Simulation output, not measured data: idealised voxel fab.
Herein follows the process module entitled voxel wiring stack.
For reference, the cross-section in this document is cut, with width 260 nm and square cells of 5 nm.
Heads up, the way a cross-section reads in here is a grid of square cells, handed over as bands from the top down, with every band being one or more rows of cells.
Per band: top height and bottom height in nm, followed by the left-to-right materials and their widths in nm; "edge to edge" marks a single material spanning edge to edge, "air" marks empty space.
Note: height 0 marks the level under which the wafer is uniformly one material as received. Lowest band unbounded below, written "0 and below".
Quick explanation for "30->40": the width changes in equal steps down the rows of cells, from the first number in the band's top row to the second number in its bottom row.
For the purposes of this document, the phrase "left unchanged" attached to a step denotes that no cell within the cross-section was modified by that step.
Entry "Cavities, sealed". Content: empty spaces with no open connection to the top, size 8 cells or greater. Each: width x height at distance. Distance: from left edge. Unit: nm.
Note: text after step settings on the step line = simulator remark on that step.
"overlay nm" on a masked step: distance the mask lay right of its planned place, negative for left.

This section lists the process steps that were planned
1) RECEIVE [material Si]
2) CONFORMAL_DEP [material SiO2] [thk nm 10]
3) CONFORMAL_DEP [material SiCN] [thk nm 5]
4) DIRECTIONAL_DEP [material SiO2] [thk nm 20]
5) PATTERN [tone open] [mask id METAL_1] [material resist] [width nm 25] [pitch nm 40] [thk nm 15] [overlay nm 0]
6) DIRECTIONAL_ETCH [etch materials SiO2] [depth nm 20]
7) DIRECTIONAL_ETCH [etch materials SiCN] [depth nm 5]
8) STRIP [etch materials resist]
9) CONFORMAL_DEP [material TiN] [thk nm 5]
10) FILL_DEP [material W] [thk nm 10]
11) CMP [height nm 35]
12) CONFORMAL_DEP [material SiCN] [thk nm 5]
13) DIRECTIONAL_DEP [material SiO2] [thk nm 25]
14) PATTERN [tone open] [mask id METAL_2] [material resist] [width nm 25] [pitch nm 40] [thk nm 20] [overlay nm 0]
15) DIRECTIONAL_ETCH [etch materials SiO2] [depth nm 15]
16) STRIP [etch materials resist]
17) PATTERN [tone open] [mask id METAL_2_HOLES] [material resist] [width nm 15] [pitch nm 80] [thk nm 20] [overlay nm 0]
18) DIRECTIONAL_ETCH [etch materials SiO2] [depth nm 10]
19) DIRECTIONAL_ETCH [etch materials SiCN] [depth nm 5]
20) STRIP [etch materials resist]
21) CONFORMAL_DEP [material TiN] [thk nm 5]
22) FILL_DEP [material Cu] [thk nm 10]
23) CMP [height nm 65]
24) CONFORMAL_DEP [material SiN] [thk nm 5]

Cross-section of the incoming wafer, state after step 1
0 and below | Si edge to edge
Cavities, sealed: none

Below is the wafer in cross-section after the module was completed. It began from the starting point shown above and followed the plan shown above, except that one mistake was made while running it
70 down to 65 | SiN edge to edge
65 down to 55 | SiO2 55, TiN 5, Cu 15, TiN 5, SiO2 15, TiN 5, Cu 15, TiN 5, SiO2 15, TiN 5, Cu 15, TiN 5, SiO2 15, TiN 5, Cu 15, TiN 5, SiO2 60
55 down to 50 | SiO2 55, TiN 5, Cu 5, TiN 15, SiO2 15, TiN 25, SiO2 15, TiN 5, Cu 5, TiN 15, SiO2 15, TiN 25, SiO2 60
50 down to 40 | SiO2 55, TiN 5, Cu 5, TiN 5, SiO2 65, TiN 5, Cu 5, TiN 5, SiO2 110
40 down to 35 | SiCN 55, TiN 15, SiCN 65, TiN 15, SiCN 110
35 down to 15 | W 50, TiN 5, SiO2 25, TiN 5, W 5, TiN 5, SiO2 25, TiN 5, W 5, TiN 5, SiO2 25, TiN 5, W 5, TiN 5, SiO2 25, TiN 5, W 55
15 down to 10 | TiN 55, SiCN 25, TiN 15, SiCN 25, TiN 15, SiCN 25, TiN 15, SiCN 25, TiN 60
10 down to 0 | SiO2 edge to edge
0 and below | Si edge to edge
Cavities, sealed: none
Which mistake was made when the wafer was run? step 5, actual vs plan mismatch, actual run PATTERN [tone cover] [mask id METAL_1] [material resist] [width nm 25] [pitch nm 40] [thk nm 15] [overlay nm 0]
